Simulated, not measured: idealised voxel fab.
You're looking at the process module voxel fin reveal.
cross-section cut | 215 nm wide | cells 5 nm
Cross-sections here: square-cell grids, written as top-down lists of bands, a band being one or more rows of cells.
The band entry comprises the height of the band's top followed by the height of its bottom, expressed in nm, and subsequently the band's materials from left to right, each stated together with its width in nm. Where a single material is marked with the word "throughout", that material fills the band from edge to edge. The word "air" represents empty space.
It should be noted that heights are counted from 0, beneath which the wafer as supplied is of one material throughout, and that the lowest band possesses no lower boundary but continues downward, as written in "from 0 down".
So if you see something like "30 to 40" for the width, read it as the top row of the band sitting at the first number and the bottom row at the second, with every row in between moving by the same amount as the last.
The designation "changes: none", where it is given for a processing step, indicates that no cell of the cross-section was altered in the course of that step.
Entry "Enclosed internal voids" = empty spaces >= 8 cells with no open way to the top; each as width x height at distance, distance from left edge, all nm.
Step line, after settings: the simulator's comment on this step.
When a step includes a mask, the "overlay nm" setting on its line states how far to the right of its planned place that mask lay, and negative values state how far to the left.
The planned process steps are enumerated hereunder
| 1 | RECEIVE,material Si |
| 2 | CONFORMAL_DEP,material SiN,thk nm 5 |
| 3 | PATTERN,tone cover,mask id FINS,material resist,width nm 15,pitch nm 40,thk nm 15,overlay nm 0 |
| 4 | DIRECTIONAL_ETCH,etch materials SiN,depth nm 5 |
| 5 | DIRECTIONAL_ETCH,etch materials Si,depth nm 40 |
| 6 | STRIP,etch materials resist |
| 7 | FILL_DEP,material SiO2,thk nm 15 |
| 8 | CMP,height nm 5 |
| 9 | SELECTIVE_ETCH,etch materials SiO2,depth nm 15 |
| 10 | STRIP,etch materials SiN |
First out of two wafers; run went to plan
The cross-section here shows the wafer as received, i.e. in its state after step 1
- from 0 down = Si throughout
- Enclosed internal voids: none
After step 2, in cross-section
- from 5 to 0 = SiN throughout
- Beneath the level 0, the cross-section is identical to its previous state.
After step 3, in cross-section
- from 20 to 5 = air: 60 / resist: 15 / air: 25 / resist: 15 / air: 25 / resist: 15 / air: 60
- Beneath the level 5, the cross-section is identical to its previous state.
After step 4, in cross-section
- from 20 to 5 = air: 60 / resist: 15 / air: 25 / resist: 15 / air: 25 / resist: 15 / air: 60
- from 5 to 0 = air: 60 / SiN: 15 / air: 25 / SiN: 15 / air: 25 / SiN: 15 / air: 60
- Beneath the level 0, the cross-section is identical to its previous state.
After step 5, in cross-section
- from 20 to 5 = air: 60 / resist: 15 / air: 25 / resist: 15 / air: 25 / resist: 15 / air: 60
- from 5 to 0 = air: 60 / SiN: 15 / air: 25 / SiN: 15 / air: 25 / SiN: 15 / air: 60
- from 0 to -40 = air: 60 / Si: 15 / air: 25 / Si: 15 / air: 25 / Si: 15 / air: 60
- Beneath the level -40, the cross-section is identical to its previous state.
After step 6, in cross-section
- from 5 to 0 = air: 60 / SiN: 15 / air: 25 / SiN: 15 / air: 25 / SiN: 15 / air: 60
- Beneath the level 0, the cross-section is identical to its previous state.
After step 7, in cross-section
- from 20 to 5 = SiO2 throughout
- from 5 to 0 = SiO2: 60 / SiN: 15 / SiO2: 25 / SiN: 15 / SiO2: 25 / SiN: 15 / SiO2: 60
- from 0 to -40 = SiO2: 60 / Si: 15 / SiO2: 25 / Si: 15 / SiO2: 25 / Si: 15 / SiO2: 60
- Beneath the level -40, the cross-section is identical to its previous state.
After step 8, in cross-section
- from 5 to 0 = SiO2: 60 / SiN: 15 / SiO2: 25 / SiN: 15 / SiO2: 25 / SiN: 15 / SiO2: 60
- Beneath the level 0, the cross-section is identical to its previous state.
After step 9, in cross-section
- from 5 to 0 = air: 60 / SiN: 15 / air: 25 / SiN: 15 / air: 25 / SiN: 15 / air: 60
- from 0 to -10 = air: 60 / Si: 15 / air: 25 / Si: 15 / air: 25 / Si: 15 / air: 60
- Beneath the level -10, the cross-section is identical to its previous state.
After step 10, in cross-section
- from 0 to -10 = air: 60 / Si: 15 / air: 25 / Si: 15 / air: 25 / Si: 15 / air: 60
- Beneath the level -10, the cross-section is identical to its previous state.
Wafer two. Identical start, identical plan. One mistake in execution. Identical history through step 8
Planned end of step 9: second wafer, cross-section
- from 5 to 0 = air: 60 / SiN: 15 / air: 25 / SiN: 15 / air: 25 / SiN: 15 / air: 60
- from 0 to -25 = air: 60 / Si: 15 / air: 25 / Si: 15 / air: 25 / Si: 15 / air: 60
- Beneath the level -25, the cross-section is identical to its previous state.
Planned end of step 10: second wafer, cross-section
- from 0 to -25 = air: 60 / Si: 15 / air: 25 / Si: 15 / air: 25 / Si: 15 / air: 60
- Beneath the level -25, the cross-section is identical to its previous state.
what went wrong: the plan's step 9 ran twice
Looking at both finished wafers in cells, the second ends up ahead of or behind the first on some materials: 102 fewer of SiO2
